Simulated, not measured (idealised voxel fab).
Title: Process Module voxel capacitor over wiring
Cross-section cut spans 155 nm and uses square cells 5 nm in size.
Cross-section, as written here: a square-cell grid given band by band from the top down, where a band holds one or more rows of cells.
The band entry comprises the height of the band's top followed by the height of its bottom, expressed in nm, and subsequently the band's materials from left to right, each stated together with its width in nm. Where a single material is marked with the word "throughout", that material fills the band from edge to edge. The word "blank" represents empty space.
Convention: height 0 is the level below which the wafer, as received, is all one material. The lowest band does not terminate at the bottom but continues downward, represented as "z 0 and below".
It should be noted that a width expressed as "30->40" varies in equal increments from row to row of cells within the band, taking the value of the first number at the top row and that of the second number at the bottom row.
Key: "stayed the same" - step with no changed cell in the cross-section.
In the "Closed void listing" entry, you get each enclosed empty space of 8 cells or more, one with no open way to the top, written width x height at distance, distance from the left edge, in nm.
Whatever follows a step's settings on its line is a remark the simulator itself makes about that step.
If you see "overlay nm" on a step's line and that step has a mask, it's telling you how far right of where it was planned the mask ended up; a negative number means it went left instead.

Here's what the planned process steps look like
| 1 | RECEIVE, material Si |
| 2 | CONFORMAL_DEP, material SiO2, thk nm 15 |
| 3 | DIRECTIONAL_DEP, material TiN, thk nm 5 |
| 4 | DIRECTIONAL_DEP, material W, thk nm 15 |
| 5 | PATTERN, tone cover, mask id METAL_1, material resist, width nm 25, pitch nm 95, thk nm 20, overlay nm 0 |
| 6 | DIRECTIONAL_ETCH, etch materials W, depth nm 15 |
| 7 | DIRECTIONAL_ETCH, etch materials TiN, depth nm 5 |
| 8 | STRIP, etch materials resist |
| 9 | FILL_DEP, material lowk, thk nm 5 |
| 10 | CMP, height nm 35 |
| 11 | CONFORMAL_DEP, material SiCN, thk nm 5 |
| 12 | DIRECTIONAL_DEP, material SiO2, thk nm 20 |
| 13 | MASKED_ETCH, tone open, mask id PLUG_1, width nm 15, etch materials SiO2, depth nm 20, overlay nm 0 |
| 14 | MASKED_ETCH, tone open, mask id PLUG_1, width nm 15, etch materials SiCN, depth nm 5, overlay nm 0 |
| 15 | CONFORMAL_DEP, material TiN, thk nm 5 |
| 16 | FILL_DEP, material Cu, thk nm 5 |
| 17 | CMP, height nm 60 |
| 18 | DIRECTIONAL_DEP, material TiN, thk nm 10 |
| 19 | DIRECTIONAL_DEP, material SiN, thk nm 5 |
| 20 | DIRECTIONAL_DEP, material TiN, thk nm 10 |
| 21 | MASKED_ETCH, tone cover, mask id UPPER_PLATE, width nm 75, etch materials TiN, depth nm 10, overlay nm 0 |
| 22 | MASKED_ETCH, tone cover, mask id UPPER_PLATE, width nm 75, etch materials SiN, depth nm 5, overlay nm 0 |
| 23 | MASKED_ETCH, tone cover, mask id LOWER_PLATE, width nm 85, etch materials TiN, depth nm 10, overlay nm 0 |
| 24 | FILL_DEP, material SiO2, thk nm 15 |
| 25 | CMP, height nm 95 |
| 26 | PATTERN, tone open, mask id PLUG_2, material resist, width nm 15, thk nm 20, overlay nm 0 |
| 27 | DIRECTIONAL_ETCH, etch materials SiO2, depth nm 10 |
| 28 | STRIP, etch materials resist |
| 29 | CONFORMAL_DEP, material TiN, thk nm 5 |
| 30 | FILL_DEP, material Ru, thk nm 5 |
| 31 | CMP, height nm 95 |
| 32 | CONFORMAL_DEP, material SiCN, thk nm 5 |

Of two wafers, the first: run according to plan

Wafer as received: cross-section following step 1
- z 0 and below: Si throughout
- Closed void listing: none

Wafer after step 2 (cross-section)
- z 15 to 0: SiO2 throughout
- Beneath the level 0, the cross-section is identical to its previous state.

Wafer after step 3 (cross-section)
- z 20 to 15: TiN throughout
- Beneath the level 15, the cross-section is identical to its previous state.

Wafer after step 4 (cross-section)
- z 35 to 20: W throughout
- Beneath the level 20, the cross-section is identical to its previous state.

Wafer after step 5 (cross-section)
- z 55 to 35: blank 15 nm  resist 25 nm  blank 70 nm  resist 25 nm  blank 20 nm
- Beneath the level 35, the cross-section is identical to its previous state.

Wafer after step 6 (cross-section)
- z 55 to 35: blank 15 nm  resist 25 nm  blank 70 nm  resist 25 nm  blank 20 nm
- z 35 to 20: blank 15 nm  W 25 nm  blank 70 nm  W 25 nm  blank 20 nm
- Beneath the level 20, the cross-section is identical to its previous state.

Wafer after step 7 (cross-section)
- z 55 to 35: blank 15 nm  resist 25 nm  blank 70 nm  resist 25 nm  blank 20 nm
- z 35 to 20: blank 15 nm  W 25 nm  blank 70 nm  W 25 nm  blank 20 nm
- z 20 to 15: blank 15 nm  TiN 25 nm  blank 70 nm  TiN 25 nm  blank 20 nm
- Beneath the level 15, the cross-section is identical to its previous state.

Wafer after step 8 (cross-section)
- z 35 to 20: blank 15 nm  W 25 nm  blank 70 nm  W 25 nm  blank 20 nm
- Beneath the level 20, the cross-section is identical to its previous state.

Wafer after step 9 (cross-section)
- z 40 to 35: lowk throughout
- z 35 to 20: lowk 15 nm  W 25 nm  lowk 70 nm  W 25 nm  lowk 20 nm
- z 20 to 15: lowk 15 nm  TiN 25 nm  lowk 70 nm  TiN 25 nm  lowk 20 nm
- Beneath the level 15, the cross-section is identical to its previous state.

Wafer after step 10 (cross-section)
- z 35 to 20: lowk 15 nm  W 25 nm  lowk 70 nm  W 25 nm  lowk 20 nm
- Beneath the level 20, the cross-section is identical to its previous state.

Wafer after step 11 (cross-section)
- z 40 to 35: SiCN throughout
- Beneath the level 35, the cross-section is identical to its previous state.

Wafer after step 12 (cross-section)
- z 60 to 40: SiO2 throughout
- Beneath the level 40, the cross-section is identical to its previous state.

Wafer after step 13 (cross-section)
- z 60 to 40: SiO2 25 nm  blank 15 nm  SiO2 115 nm
- Beneath the level 40, the cross-section is identical to its previous state.

Wafer after step 14 (cross-section)
- z 60 to 40: SiO2 25 nm  blank 15 nm  SiO2 115 nm
- z 40 to 35: SiCN 25 nm  blank 15 nm  SiCN 115 nm
- Beneath the level 35, the cross-section is identical to its previous state.

Wafer after step 15 (cross-section)
- z 65 to 60: TiN 30 nm  blank 5 nm  TiN 120 nm
- z 60 to 40: SiO2 25 nm  TiN 5 nm  blank 5 nm  TiN 5 nm  SiO2 115 nm
- z 40 to 35: SiCN 25 nm  TiN 15 nm  SiCN 115 nm
- Beneath the level 35, the cross-section is identical to its previous state.

Wafer after step 16 (cross-section)
- z 70 to 65: Cu throughout
- z 65 to 60: TiN 30 nm  Cu 5 nm  TiN 120 nm
- z 60 to 40: SiO2 25 nm  TiN 5 nm  Cu 5 nm  TiN 5 nm  SiO2 115 nm
- Beneath the level 40, the cross-section is identical to its previous state.

Wafer after step 17 (cross-section)
- z 60 to 40: SiO2 25 nm  TiN 5 nm  Cu 5 nm  TiN 5 nm  SiO2 115 nm
- Beneath the level 40, the cross-section is identical to its previous state.

Wafer after step 18 (cross-section)
- z 70 to 60: TiN throughout
- Beneath the level 60, the cross-section is identical to its previous state.

Wafer after step 19 (cross-section)
- z 75 to 70: SiN throughout
- Beneath the level 70, the cross-section is identical to its previous state.

Wafer after step 20 (cross-section)
- z 85 to 75: TiN throughout
- Beneath the level 75, the cross-section is identical to its previous state.

Wafer after step 21 (cross-section)
- z 85 to 75: blank 25 nm  TiN 75 nm  blank 55 nm
- Beneath the level 75, the cross-section is identical to its previous state.

Wafer after step 22 (cross-section)
- z 85 to 75: blank 25 nm  TiN 75 nm  blank 55 nm
- z 75 to 70: blank 25 nm  SiN 75 nm  blank 55 nm
- Beneath the level 70, the cross-section is identical to its previous state.

Wafer after step 23 (cross-section)
- z 85 to 75: blank 25 nm  TiN 75 nm  blank 55 nm
- z 75 to 70: blank 25 nm  SiN 75 nm  blank 55 nm
- z 70 to 60: blank 20 nm  TiN 85 nm  blank 50 nm
- Beneath the level 60, the cross-section is identical to its previous state.

Wafer after step 24 (cross-section)
- z 100 to 85: SiO2 throughout
- z 85 to 75: SiO2 25 nm  TiN 75 nm  SiO2 55 nm
- z 75 to 70: SiO2 25 nm  SiN 75 nm  SiO2 55 nm
- z 70 to 60: SiO2 20 nm  TiN 85 nm  SiO2 50 nm
- Beneath the level 60, the cross-section is identical to its previous state.

Wafer after step 25 (cross-section)
- z 95 to 85: SiO2 throughout
- Beneath the level 85, the cross-section is identical to its previous state.

Wafer after step 26 (cross-section)
- z 115 to 95: resist 35 nm  blank 15 nm  resist 105 nm
- Beneath the level 95, the cross-section is identical to its previous state.

Wafer after step 27 (cross-section)
- z 115 to 95: resist 35 nm  blank 15 nm  resist 105 nm
- z 95 to 85: SiO2 35 nm  blank 15 nm  SiO2 105 nm
- Beneath the level 85, the cross-section is identical to its previous state.

Wafer after step 28 (cross-section)
- z 95 to 85: SiO2 35 nm  blank 15 nm  SiO2 105 nm
- Beneath the level 85, the cross-section is identical to its previous state.

Wafer after step 29 (cross-section)
- z 100 to 95: TiN 40 nm  blank 5 nm  TiN 110 nm
- z 95 to 90: SiO2 35 nm  TiN 5 nm  blank 5 nm  TiN 5 nm  SiO2 105 nm
- z 90 to 85: SiO2 35 nm  TiN 15 nm  SiO2 105 nm
- Beneath the level 85, the cross-section is identical to its previous state.

Wafer after step 30 (cross-section)
- z 105 to 100: Ru throughout
- z 100 to 95: TiN 40 nm  Ru 5 nm  TiN 110 nm
- z 95 to 90: SiO2 35 nm  TiN 5 nm  Ru 5 nm  TiN 5 nm  SiO2 105 nm
- Beneath the level 90, the cross-section is identical to its previous state.

Wafer after step 31 (cross-section)
- z 95 to 90: SiO2 35 nm  TiN 5 nm  Ru 5 nm  TiN 5 nm  SiO2 105 nm
- Beneath the level 90, the cross-section is identical to its previous state.

Wafer after step 32 (cross-section)
- z 100 to 95: SiCN throughout
- Beneath the level 95, the cross-section is identical to its previous state.

Second wafer - shared start and plan with the first - one error in running - same as the first up to step 1 inclusive

Second wafer, cut view, end of step 2 per plan
- z 30 to 0: SiO2 throughout
- Beneath the level 0, the cross-section is identical to its previous state.

Second wafer, cut view, end of step 3 per plan
- z 35 to 30: TiN throughout
- Beneath the level 30, the cross-section is identical to its previous state.

Second wafer, cut view, end of step 4 per plan
- z 50 to 35: W throughout
- Beneath the level 35, the cross-section is identical to its previous state.

Second wafer, cut view, end of step 5 per plan
- z 70 to 50: blank 15 nm  resist 25 nm  blank 70 nm  resist 25 nm  blank 20 nm
- Beneath the level 50, the cross-section is identical to its previous state.

Second wafer, cut view, end of step 6 per plan
- z 70 to 50: blank 15 nm  resist 25 nm  blank 70 nm  resist 25 nm  blank 20 nm
- z 50 to 35: blank 15 nm  W 25 nm  blank 70 nm  W 25 nm  blank 20 nm
- Beneath the level 35, the cross-section is identical to its previous state.

Second wafer, cut view, end of step 7 per plan
- z 70 to 50: blank 15 nm  resist 25 nm  blank 70 nm  resist 25 nm  blank 20 nm
- z 50 to 35: blank 15 nm  W 25 nm  blank 70 nm  W 25 nm  blank 20 nm
- z 35 to 30: blank 15 nm  TiN 25 nm  blank 70 nm  TiN 25 nm  blank 20 nm
- Beneath the level 30, the cross-section is identical to its previous state.

Second wafer, cut view, end of step 8 per plan
- z 50 to 35: blank 15 nm  W 25 nm  blank 70 nm  W 25 nm  blank 20 nm
- Beneath the level 35, the cross-section is identical to its previous state.

Second wafer, cut view, end of step 9 per plan
- z 55 to 50: lowk throughout
- z 50 to 35: lowk 15 nm  W 25 nm  lowk 70 nm  W 25 nm  lowk 20 nm
- z 35 to 30: lowk 15 nm  TiN 25 nm  lowk 70 nm  TiN 25 nm  lowk 20 nm
- Beneath the level 30, the cross-section is identical to its previous state.

Second wafer, cut view, end of step 10 per plan
- z 35 to 30: lowk 15 nm  TiN 25 nm  lowk 70 nm  TiN 25 nm  lowk 20 nm
- Beneath the level 30, the cross-section is identical to its previous state.

Second wafer, cut view, end of step 11 per plan
- z 40 to 35: SiCN throughout
- Beneath the level 35, the cross-section is identical to its previous state.

Second wafer, cut view, end of step 12 per plan
- z 60 to 40: SiO2 throughout
- Beneath the level 40, the cross-section is identical to its previous state.

Second wafer, cut view, end of step 13 per plan
- z 60 to 40: SiO2 25 nm  blank 15 nm  SiO2 115 nm
- Beneath the level 40, the cross-section is identical to its previous state.

Second wafer, cut view, end of step 14 per plan
- z 60 to 40: SiO2 25 nm  blank 15 nm  SiO2 115 nm
- z 40 to 35: SiCN 25 nm  blank 15 nm  SiCN 115 nm
- Beneath the level 35, the cross-section is identical to its previous state.

Second wafer, cut view, end of step 15 per plan
- z 65 to 60: TiN 30 nm  blank 5 nm  TiN 120 nm
- z 60 to 40: SiO2 25 nm  TiN 5 nm  blank 5 nm  TiN 5 nm  SiO2 115 nm
- z 40 to 35: SiCN 25 nm  TiN 15 nm  SiCN 115 nm
- Beneath the level 35, the cross-section is identical to its previous state.

Second wafer, cut view, end of step 16 per plan
- z 70 to 65: Cu throughout
- z 65 to 60: TiN 30 nm  Cu 5 nm  TiN 120 nm
- z 60 to 40: SiO2 25 nm  TiN 5 nm  Cu 5 nm  TiN 5 nm  SiO2 115 nm
- Beneath the level 40, the cross-section is identical to its previous state.

Second wafer, cut view, end of step 17 per plan
- z 60 to 40: SiO2 25 nm  TiN 5 nm  Cu 5 nm  TiN 5 nm  SiO2 115 nm
- Beneath the level 40, the cross-section is identical to its previous state.

Second wafer, cut view, end of step 18 per plan
- z 70 to 60: TiN throughout
- Beneath the level 60, the cross-section is identical to its previous state.

Second wafer, cut view, end of step 19 per plan
- z 75 to 70: SiN throughout
- Beneath the level 70, the cross-section is identical to its previous state.

Second wafer, cut view, end of step 20 per plan
- z 85 to 75: TiN throughout
- Beneath the level 75, the cross-section is identical to its previous state.

Second wafer, cut view, end of step 21 per plan
- z 85 to 75: blank 25 nm  TiN 75 nm  blank 55 nm
- Beneath the level 75, the cross-section is identical to its previous state.

Second wafer, cut view, end of step 22 per plan
- z 85 to 75: blank 25 nm  TiN 75 nm  blank 55 nm
- z 75 to 70: blank 25 nm  SiN 75 nm  blank 55 nm
- Beneath the level 70, the cross-section is identical to its previous state.

Second wafer, cut view, end of step 23 per plan
- z 85 to 75: blank 25 nm  TiN 75 nm  blank 55 nm
- z 75 to 70: blank 25 nm  SiN 75 nm  blank 55 nm
- z 70 to 60: blank 20 nm  TiN 85 nm  blank 50 nm
- Beneath the level 60, the cross-section is identical to its previous state.

Second wafer, cut view, end of step 24 per plan
- z 100 to 85: SiO2 throughout
- z 85 to 75: SiO2 25 nm  TiN 75 nm  SiO2 55 nm
- z 75 to 70: SiO2 25 nm  SiN 75 nm  SiO2 55 nm
- z 70 to 60: SiO2 20 nm  TiN 85 nm  SiO2 50 nm
- Beneath the level 60, the cross-section is identical to its previous state.

Second wafer, cut view, end of step 25 per plan
- z 95 to 85: SiO2 throughout
- Beneath the level 85, the cross-section is identical to its previous state.

Second wafer, cut view, end of step 26 per plan
- z 115 to 95: resist 35 nm  blank 15 nm  resist 105 nm
- Beneath the level 95, the cross-section is identical to its previous state.

Second wafer, cut view, end of step 27 per plan
- z 115 to 95: resist 35 nm  blank 15 nm  resist 105 nm
- z 95 to 85: SiO2 35 nm  blank 15 nm  SiO2 105 nm
- Beneath the level 85, the cross-section is identical to its previous state.

Second wafer, cut view, end of step 28 per plan
- z 95 to 85: SiO2 35 nm  blank 15 nm  SiO2 105 nm
- Beneath the level 85, the cross-section is identical to its previous state.

Second wafer, cut view, end of step 29 per plan
- z 100 to 95: TiN 40 nm  blank 5 nm  TiN 110 nm
- z 95 to 90: SiO2 35 nm  TiN 5 nm  blank 5 nm  TiN 5 nm  SiO2 105 nm
- z 90 to 85: SiO2 35 nm  TiN 15 nm  SiO2 105 nm
- Beneath the level 85, the cross-section is identical to its previous state.

Second wafer, cut view, end of step 30 per plan
- z 105 to 100: Ru throughout
- z 100 to 95: TiN 40 nm  Ru 5 nm  TiN 110 nm
- z 95 to 90: SiO2 35 nm  TiN 5 nm  Ru 5 nm  TiN 5 nm  SiO2 105 nm
- Beneath the level 90, the cross-section is identical to its previous state.

Second wafer, cut view, end of step 31 per plan
- z 95 to 90: SiO2 35 nm  TiN 5 nm  Ru 5 nm  TiN 5 nm  SiO2 105 nm
- Beneath the level 90, the cross-section is identical to its previous state.

Second wafer, cut view, end of step 32 per plan
- z 100 to 95: SiCN throughout
- Beneath the level 95, the cross-section is identical to its previous state.
Want to know what went wrong? yeah, plan step 2 got run twice
Wrapping up, a cell-based count of both wafers puts the second over or under the first for these materials: 93 more of SiO2 | 30 fewer of W | 63 fewer of lowk
